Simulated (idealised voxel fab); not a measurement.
This section sets out a process module, namely voxel self aligned contacts.
In the cross-section labelled cut, the width is 230 nm and each square cell is 5 nm.
Just so we're on the same page, the cross-sections are grids of square cells, and they're listed out in bands top to bottom, each band one or more rows deep. The entry gives the band's vertical extent as a top height and a bottom height in nm, then its horizontal make-up as materials from left to right, each with a width in nm. "empty" stands for empty space; a single material marked "throughout" fills the band edge to edge. For the purposes of this specification, 0 denotes the height below which the wafer in its as-received condition is composed wholly of one material, and the lowermost band, lacking a lower limit, extends downward without end, as expressed in "from 0 down". It should be noted that a width expressed as "30->40" varies in equal increments from row to row of cells within the band, taking the value of the first number at the top row and that of the second number at the bottom row. Reading "changes: none" for a step: not a cell of the cross-section changed in it. In the "Catalogued sealed voids" entry, you get each enclosed empty space of 8 cells or more, one with no open way to the top, written width x height at distance, distance from the left edge, in nm. It should be noted that, on the line of a given step, the content following the step's settings is a remark produced by the simulator itself with respect to that step. "overlay nm" answers the question of how far to the right of plan the mask lay on a step that has a mask, and when it is negative the answer is to the left.

-- Planned step list for the process
1. RECEIVE with material Si
2. CONFORMAL_DEP with material SiO2, thk nm 5
3. DIRECTIONAL_DEP with material polySi, thk nm 30
4. DIRECTIONAL_DEP with material SiN, thk nm 15
5. DIRECTIONAL_DEP with material aC, thk nm 15
6. PATTERN with tone cover, mask id GATE, material resist, width nm 25, pitch nm 55, thk nm 35, overlay nm 0
7. DIRECTIONAL_ETCH with etch materials aC, depth nm 15
8. STRIP with etch materials resist
9. DIRECTIONAL_ETCH with etch materials SiN, depth nm 15
10. DIRECTIONAL_ETCH with etch materials polySi, depth nm 30
11. STRIP with etch materials aC
12. CONFORMAL_DEP with material SiN, thk nm 5
13. DIRECTIONAL_ETCH with etch materials SiN, depth nm 5
14. FILL_DEP with material SiO2, thk nm 20
15. CMP with height nm 60
16. DIRECTIONAL_DEP with material aC, thk nm 10
17. PATTERN with tone open, mask id CONTACT, material resist, width nm 40, thk nm 30, overlay nm 0
18. DIRECTIONAL_ETCH with etch materials aC, depth nm 10
19. STRIP with etch materials resist
20. DIRECTIONAL_ETCH with etch materials SiO2, depth nm 60
21. STRIP with etch materials aC
22. CONFORMAL_DEP with material TiN, thk nm 5
23. FILL_DEP with material W, thk nm 10
24. CMP with height nm 60
25. CONFORMAL_DEP with material SiN, thk nm 5

-- First wafer, two in total, run as planned

-- as received, after step 1
> from 0 down: Si throughout
> Catalogued sealed voids: none

-- Sectional view: wafer, after step 2
> from 5 to 0: SiO2 throughout
> Beneath the level 0, the cross-section is identical to its previous state.

-- Sectional view: wafer, after step 3
> from 35 to 5: polySi throughout
> Beneath the level 5, the cross-section is identical to its previous state.

-- Sectional view: wafer, after step 4
> from 50 to 35: SiN throughout
> Beneath the level 35, the cross-section is identical to its previous state.

-- Sectional view: wafer, after step 5
> from 65 to 50: aC throughout
> Beneath the level 50, the cross-section is identical to its previous state.

-- Sectional view: wafer, after step 6
> from 100 to 65: 75 nm empty, 25 nm resist, 30 nm empty, 25 nm resist, 75 nm empty
> Beneath the level 65, the cross-section is identical to its previous state.

-- Sectional view: wafer, after step 7
> from 85 to 65: 75 nm empty, 25 nm resist, 30 nm empty, 25 nm resist, 75 nm empty
> from 65 to 50: 75 nm empty, 25 nm aC, 30 nm empty, 25 nm aC, 75 nm empty
> Beneath the level 50, the cross-section is identical to its previous state.

-- Sectional view: wafer, after step 8
> from 65 to 50: 75 nm empty, 25 nm aC, 30 nm empty, 25 nm aC, 75 nm empty
> Beneath the level 50, the cross-section is identical to its previous state.

-- Sectional view: wafer, after step 9
> from 65 to 50: 75 nm empty, 25 nm aC, 30 nm empty, 25 nm aC, 75 nm empty
> from 50 to 35: 75 nm empty, 25 nm SiN, 30 nm empty, 25 nm SiN, 75 nm empty
> Beneath the level 35, the cross-section is identical to its previous state.

-- Sectional view: wafer, after step 10
> from 65 to 50: 75 nm empty, 25 nm aC, 30 nm empty, 25 nm aC, 75 nm empty
> from 50 to 35: 75 nm empty, 25 nm SiN, 30 nm empty, 25 nm SiN, 75 nm empty
> from 35 to 5: 75 nm empty, 25 nm polySi, 30 nm empty, 25 nm polySi, 75 nm empty
> Beneath the level 5, the cross-section is identical to its previous state.

-- Sectional view: wafer, after step 11
> from 50 to 35: 75 nm empty, 25 nm SiN, 30 nm empty, 25 nm SiN, 75 nm empty
> Beneath the level 35, the cross-section is identical to its previous state.

-- Sectional view: wafer, after step 12
> from 55 to 35: 70 nm empty, 35 nm SiN, 20 nm empty, 35 nm SiN, 70 nm empty
> from 35 to 10: 70 nm empty, 5 nm SiN, 25 nm polySi, 5 nm SiN, 20 nm empty, 5 nm SiN, 25 nm polySi, 5 nm SiN, 70 nm empty
> from 10 to 5: 75 nm SiN, 25 nm polySi, 30 nm SiN, 25 nm polySi, 75 nm SiN
> Beneath the level 5, the cross-section is identical to its previous state.

-- Sectional view: wafer, after step 13
> from 50 to 35: 70 nm empty, 35 nm SiN, 20 nm empty, 35 nm SiN, 70 nm empty
> from 35 to 5: 70 nm empty, 5 nm SiN, 25 nm polySi, 5 nm SiN, 20 nm empty, 5 nm SiN, 25 nm polySi, 5 nm SiN, 70 nm empty
> Beneath the level 5, the cross-section is identical to its previous state.

-- Sectional view: wafer, after step 14
> from 70 to 50: SiO2 throughout
> from 50 to 35: 70 nm SiO2, 35 nm SiN, 20 nm SiO2, 35 nm SiN, 70 nm SiO2
> from 35 to 5: 70 nm SiO2, 5 nm SiN, 25 nm polySi, 5 nm SiN, 20 nm SiO2, 5 nm SiN, 25 nm polySi, 5 nm SiN, 70 nm SiO2
> Beneath the level 5, the cross-section is identical to its previous state.

-- Sectional view: wafer, after step 15
> from 60 to 50: SiO2 throughout
> Beneath the level 50, the cross-section is identical to its previous state.

-- Sectional view: wafer, after step 16
> from 70 to 60: aC throughout
> Beneath the level 60, the cross-section is identical to its previous state.

-- Sectional view: wafer, after step 17
> from 100 to 70: 95 nm resist, 40 nm empty, 95 nm resist
> Beneath the level 70, the cross-section is identical to its previous state.

-- Sectional view: wafer, after step 18
> from 90 to 70: 95 nm resist, 40 nm empty, 95 nm resist
> from 70 to 60: 95 nm aC, 40 nm empty, 95 nm aC
> Beneath the level 60, the cross-section is identical to its previous state.

-- Sectional view: wafer, after step 19
> from 70 to 60: 95 nm aC, 40 nm empty, 95 nm aC
> Beneath the level 60, the cross-section is identical to its previous state.

-- Sectional view: wafer, after step 20
> from 70 to 60: 95 nm aC, 40 nm empty, 95 nm aC
> from 60 to 50: 95 nm SiO2, 40 nm empty, 95 nm SiO2
> from 50 to 35: 70 nm SiO2, 35 nm SiN, 20 nm empty, 35 nm SiN, 70 nm SiO2
> from 35 to 5: 70 nm SiO2, 5 nm SiN, 25 nm polySi, 5 nm SiN, 20 nm empty, 5 nm SiN, 25 nm polySi, 5 nm SiN, 70 nm SiO2
> from 5 to 0: 105 nm SiO2, 20 nm empty, 105 nm SiO2
> Beneath the level 0, the cross-section is identical to its previous state.

-- Sectional view: wafer, after step 21
> from 60 to 50: 95 nm SiO2, 40 nm empty, 95 nm SiO2
> Beneath the level 50, the cross-section is identical to its previous state.

-- Sectional view: wafer, after step 22
> from 65 to 60: 100 nm TiN, 30 nm empty, 100 nm TiN
> from 60 to 50: 95 nm SiO2, 5->15 nm TiN, 30->10 nm empty, 5->15 nm TiN, 95 nm SiO2
> from 50 to 35: 70 nm SiO2, 35 nm SiN, 5 nm TiN, 10 nm empty, 5 nm TiN, 35 nm SiN, 70 nm SiO2
> from 35 to 5: 70 nm SiO2, 5 nm SiN, 25 nm polySi, 5 nm SiN, 5 nm TiN, 10 nm empty, 5 nm TiN, 5 nm SiN, 25 nm polySi, 5 nm SiN, 70 nm SiO2
> from 5 to 0: 105 nm SiO2, 20 nm TiN, 105 nm SiO2
> Beneath the level 0, the cross-section is identical to its previous state.

-- Sectional view: wafer, after step 23
> from 75 to 65: W throughout
> from 65 to 60: 100 nm TiN, 30 nm W, 100 nm TiN
> from 60 to 50: 95 nm SiO2, 5->15 nm TiN, 30->10 nm W, 5->15 nm TiN, 95 nm SiO2
> from 50 to 35: 70 nm SiO2, 35 nm SiN, 5 nm TiN, 10 nm W, 5 nm TiN, 35 nm SiN, 70 nm SiO2
> from 35 to 5: 70 nm SiO2, 5 nm SiN, 25 nm polySi, 5 nm SiN, 5 nm TiN, 10 nm W, 5 nm TiN, 5 nm SiN, 25 nm polySi, 5 nm SiN, 70 nm SiO2
> Beneath the level 5, the cross-section is identical to its previous state.

-- Sectional view: wafer, after step 24
> from 60 to 50: 95 nm SiO2, 5->15 nm TiN, 30->10 nm W, 5->15 nm TiN, 95 nm SiO2
> Beneath the level 50, the cross-section is identical to its previous state.

-- Sectional view: wafer, after step 25
> from 65 to 60: SiN throughout
> Beneath the level 60, the cross-section is identical to its previous state.

-- Here the second wafer is described. Its start and its plan were those of the first wafer. Its run contained one mistake. Up to and including step 23, it did exactly what the first wafer did

Second wafer, sectioned view, at step 24's planned end time: changes: none

-- Second wafer, sectioned view, at step 25's planned end time
> from 80 to 75: SiN throughout
> Beneath the level 75, the cross-section is identical to its previous state.
Diagnosis: the plan's step 24 was left out and never carried out
Bottom line after processing is that, in cells, the second wafer is up or down on some materials versus the first: TiN +40 | W +98
